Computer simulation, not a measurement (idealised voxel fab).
process module | voxel double patterning
Square cell edge 5 nm, section width 175 nm, ID cut.
In this document a cross-section is written as a grid of square cells. It is given as a series of bands, listed from the top down, and a band is one or more rows of cells. Look at the band entry: it leads with the top's height and the bottom's height in nm. Then it lists the materials left to right, with a width in nm for each. The word "full width" on a single material says that material fills the band edge to edge. The word "air" is empty space. Height datum 0, below which the as-received substrate wafer is one material. Lowest band open at the bottom, running downward: "top 0, no bottom". The two numbers in a width such as "30..40" mark its ends across the band: the first belongs to the top row of cells, the second to the bottom row, and from each row to the next the width moves by the same amount. "nothing was modified" (step): cross-section cells unchanged, all of them. "Entrapped void list" enumerates empty spaces isolated from the top, with no open way to it, that contain at least 8 cells, giving each as width x height at distance from the left edge, all three in nm. Post-settings text on a step line: simulator's own remark regarding the step. overlay nm: where the mask lay relative to plan, measured to the right, on steps with a mask; negatives go left.

PLAN
1 RECEIVE,material Si
2 CONFORMAL_DEP,material SiN,thk nm 10
3 DIRECTIONAL_DEP,material SiO2,thk nm 15
4 DIRECTIONAL_DEP,material SiCN,thk nm 10
5 DIRECTIONAL_DEP,material aC,thk nm 10
6 PATTERN,tone open,mask id FIRST,material resist,width nm 15,pitch nm 50,thk nm 30,overlay nm 0
7 DIRECTIONAL_ETCH,etch materials aC,depth nm 10
8 STRIP,etch materials resist
9 DIRECTIONAL_ETCH,etch materials SiCN,depth nm 10
10 STRIP,etch materials aC
11 MASKED_ETCH,tone open,mask id SECOND,width nm 15,pitch nm 50,etch materials SiCN,depth nm 10,overlay nm 0
12 DIRECTIONAL_ETCH,etch materials SiO2,depth nm 15
13 STRIP,etch materials SiCN

THE FIRST OF TWO WAFERS, RUN AS PLANNED

AS-RECEIVED WAFER CROSS-SECTION (AFTER STEP 1)
    top 0, no bottom  Si full width
    Entrapped void list: none

CROSS-SECTION OF THE WAFER AFTER STEP 2
    top 10, bottom 0  SiN full width
    Below a height of 0, the structure has not been altered.

CROSS-SECTION OF THE WAFER AFTER STEP 3
    top 25, bottom 10  SiO2 full width
    Below a height of 10, the structure has not been altered.

CROSS-SECTION OF THE WAFER AFTER STEP 4
    top 35, bottom 25  SiCN full width
    Below a height of 25, the structure has not been altered.

CROSS-SECTION OF THE WAFER AFTER STEP 5
    top 45, bottom 35  aC full width
    Below a height of 35, the structure has not been altered.

CROSS-SECTION OF THE WAFER AFTER STEP 6
    top 75, bottom 45  resist 30, then air 15, then resist 35, then air 15, then resist 35, then air 15, then resist 30
    Below a height of 45, the structure has not been altered.

CROSS-SECTION OF THE WAFER AFTER STEP 7
    top 65, bottom 45  resist 30, then air 15, then resist 35, then air 15, then resist 35, then air 15, then resist 30
    top 45, bottom 35  aC 30, then air 15, then aC 35, then air 15, then aC 35, then air 15, then aC 30
    Below a height of 35, the structure has not been altered.

CROSS-SECTION OF THE WAFER AFTER STEP 8
    top 45, bottom 35  aC 30, then air 15, then aC 35, then air 15, then aC 35, then air 15, then aC 30
    Below a height of 35, the structure has not been altered.

CROSS-SECTION OF THE WAFER AFTER STEP 9
    top 45, bottom 35  aC 30, then air 15, then aC 35, then air 15, then aC 35, then air 15, then aC 30
    top 35, bottom 25  SiCN 30, then air 15, then SiCN 35, then air 15, then SiCN 35, then air 15, then SiCN 30
    Below a height of 25, the structure has not been altered.

CROSS-SECTION OF THE WAFER AFTER STEP 10
    top 35, bottom 25  SiCN 30, then air 15, then SiCN 35, then air 15, then SiCN 35, then air 15, then SiCN 30
    Below a height of 25, the structure has not been altered.

CROSS-SECTION OF THE WAFER AFTER STEP 11
    top 35, bottom 25  SiCN 30, then air 15, then SiCN 10, then air 15, then SiCN 10, then air 15, then SiCN 10, then air 15, then SiCN 10, then air 15, then SiCN 30
    Below a height of 25, the structure has not been altered.

CROSS-SECTION OF THE WAFER AFTER STEP 12
    top 35, bottom 25  SiCN 30, then air 15, then SiCN 10, then air 15, then SiCN 10, then air 15, then SiCN 10, then air 15, then SiCN 10, then air 15, then SiCN 30
    top 25, bottom 10  SiO2 30, then air 15, then SiO2 10, then air 15, then SiO2 10, then air 15, then SiO2 10, then air 15, then SiO2 10, then air 15, then SiO2 30
    Below a height of 10, the structure has not been altered.

CROSS-SECTION OF THE WAFER AFTER STEP 13
    top 25, bottom 10  SiO2 30, then air 15, then SiO2 10, then air 15, then SiO2 10, then air 15, then SiO2 10, then air 15, then SiO2 10, then air 15, then SiO2 30
    Below a height of 10, the structure has not been altered.

WAFER TWO. IDENTICAL START, IDENTICAL PLAN. ONE MISTAKE IN EXECUTION. IDENTICAL HISTORY THROUGH STEP 2

SECOND WAFER, SECTIONED VIEW, AT STEP 3'S PLANNED END TIME
    top 30, bottom 10  SiO2 full width
    Below a height of 10, the structure has not been altered.

SECOND WAFER, SECTIONED VIEW, AT STEP 4'S PLANNED END TIME
    top 40, bottom 30  SiCN full width
    Below a height of 30, the structure has not been altered.

SECOND WAFER, SECTIONED VIEW, AT STEP 5'S PLANNED END TIME
    top 50, bottom 40  aC full width
    Below a height of 40, the structure has not been altered.

SECOND WAFER, SECTIONED VIEW, AT STEP 6'S PLANNED END TIME
    top 80, bottom 50  resist 30, then air 15, then resist 35, then air 15, then resist 35, then air 15, then resist 30
    Below a height of 50, the structure has not been altered.

SECOND WAFER, SECTIONED VIEW, AT STEP 7'S PLANNED END TIME
    top 70, bottom 50  resist 30, then air 15, then resist 35, then air 15, then resist 35, then air 15, then resist 30
    top 50, bottom 40  aC 30, then air 15, then aC 35, then air 15, then aC 35, then air 15, then aC 30
    Below a height of 40, the structure has not been altered.

SECOND WAFER, SECTIONED VIEW, AT STEP 8'S PLANNED END TIME
    top 50, bottom 40  aC 30, then air 15, then aC 35, then air 15, then aC 35, then air 15, then aC 30
    Below a height of 40, the structure has not been altered.

SECOND WAFER, SECTIONED VIEW, AT STEP 9'S PLANNED END TIME
    top 50, bottom 40  aC 30, then air 15, then aC 35, then air 15, then aC 35, then air 15, then aC 30
    top 40, bottom 30  SiCN 30, then air 15, then SiCN 35, then air 15, then SiCN 35, then air 15, then SiCN 30
    Below a height of 30, the structure has not been altered.

SECOND WAFER, SECTIONED VIEW, AT STEP 10'S PLANNED END TIME
    top 40, bottom 30  SiCN 30, then air 15, then SiCN 35, then air 15, then SiCN 35, then air 15, then SiCN 30
    Below a height of 30, the structure has not been altered.

SECOND WAFER, SECTIONED VIEW, AT STEP 11'S PLANNED END TIME
    top 40, bottom 30  SiCN 30, then air 15, then SiCN 10, then air 15, then SiCN 10, then air 15, then SiCN 10, then air 15, then SiCN 10, then air 15, then SiCN 30
    Below a height of 30, the structure has not been altered.

SECOND WAFER, SECTIONED VIEW, AT STEP 12'S PLANNED END TIME
    top 40, bottom 30  SiCN 30, then air 15, then SiCN 10, then air 15, then SiCN 10, then air 15, then SiCN 10, then air 15, then SiCN 10, then air 15, then SiCN 30
    top 30, bottom 15  SiO2 30, then air 15, then SiO2 10, then air 15, then SiO2 10, then air 15, then SiO2 10, then air 15, then SiO2 10, then air 15, then SiO2 30
    Below a height of 15, the structure has not been altered.

SECOND WAFER, SECTIONED VIEW, AT STEP 13'S PLANNED END TIME
    top 30, bottom 15  SiO2 30, then air 15, then SiO2 10, then air 15, then SiO2 10, then air 15, then SiO2 10, then air 15, then SiO2 10, then air 15, then SiO2 30
    Below a height of 15, the structure has not been altered.
Where did the run depart from the plan? planned and actual differ for step 3; actual: DIRECTIONAL_DEP,material SiO2,thk nm 20
In the final state, the cell counts of the second wafer exceed or fall short of those of the first for the following materials: +35 SiO2
